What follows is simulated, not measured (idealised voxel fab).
The process module presented herein is designated voxel air gaps.
The figure presents cross-section cut, which has a width of 170 nm and is divided into square cells with an edge length of 5 nm.
Cross-section, as written here: a square-cell grid given band by band from the top down, where a band holds one or more rows of cells. In this notation a band is specified by the heights of its top and bottom, in that order and in nm, after which its materials appear from left to right, each paired with its width in nm. The word "all across" attached to a single material means that material fills the band from edge to edge; the word "air" stands for empty space. Ref level 0: as-received wafer is one material below here. Bottom band extends down with no lower bound ("0 and below"). Per-row width for "30->40": begins at first number (top row of band), ends at second number (bottom row), increment between rows held constant. Key: "nothing was modified" - step with no changed cell in the cross-section. Empty spaces without an open route to the top, at least 8 cells in extent, make up the entry "Voids, sealed"; each is given as width x height at distance, where the distance is measured from the left edge, and all are in nm. That trailing text on a step's line, after the settings, is the simulator's own remark on the step. The "overlay nm" setting may appear on a step's line; for a step that uses a mask, it gives how far to the right of its planned position the mask lay, and a negative value indicates the left.
THE STEPS PLANNED FOR THE PROCESS ARE AS FOLLOWS
- 1: RECEIVE | material Si
- 2: CONFORMAL_DEP | material SiO2 | thk nm 15
- 3: CONFORMAL_DEP | material SiCN | thk nm 5
- 4: DIRECTIONAL_DEP | material lowk | thk nm 30
- 5: MASKED_ETCH | tone open | mask id LINES | width nm 15 | pitch nm 45 | etch materials lowk | depth nm 30 | overlay nm 0
- 6: CONFORMAL_DEP | material TiN | thk nm 5
- 7: FILL_DEP | material Cu | thk nm 10
- 8: CMP | height nm 50
- 9: EPI | material Ru | thk nm 10
- 10: SELECTIVE_ETCH | etch materials lowk | depth nm 40
- 11: CONFORMAL_DEP | material SiCN | thk nm 5
WAFER AT RECEIPT (POST STEP 1), CROSS-SECTION
    0 and below: Si all across
    Voids, sealed: none
LOOK AT THE CROSS-SECTION AFTER THE MODULE: THE WAFER STARTED OUT THE WAY SHOWN ABOVE AND THE PLAN WAS THE ONE SHOWN ABOVE, YET ONE MISTAKE WAS MADE ALONG THE WAY
    65 down to 60: 15 of air | 140 of SiCN | 15 of air
    60 down to 50: 15 of air | 5 of SiCN | 40 of Ru | 5 of SiCN | 40 of Ru | 5 of SiCN | 40 of Ru | 5 of SiCN | 15 of air
    50 down to 45: 15 of air | 15 of SiCN | 5 of TiN | 10 of Cu | 5 of TiN | 25 of SiCN | 5 of TiN | 10 of Cu | 5 of TiN | 25 of SiCN | 5 of TiN | 10 of Cu | 5 of TiN | 15 of SiCN | 15 of air
    45 down to 25: 25 of air | 5 of SiCN | 5 of TiN | 10 of Cu | 5 of TiN | 5 of SiCN | 15 of air | 5 of SiCN | 5 of TiN | 10 of Cu | 5 of TiN | 5 of SiCN | 15 of air | 5 of SiCN | 5 of TiN | 10 of Cu | 5 of TiN | 5 of SiCN | 25 of air
    25 down to 20: 30 of SiCN | 20 of TiN | 25 of SiCN | 20 of TiN | 25 of SiCN | 20 of TiN | 30 of SiCN
    20 down to 15: SiCN all across
    15 down to 0: SiO2 all across
    0 and below: Si all across
    Voids, sealed: 15 x 20 at 55; 15 x 20 at 100
Want to know what went wrong? step 5 ran as: MASKED_ETCH | tone open | mask id LINES | width nm 20 | pitch nm 45 | etch materials lowk | depth nm 30 | overlay nm 0
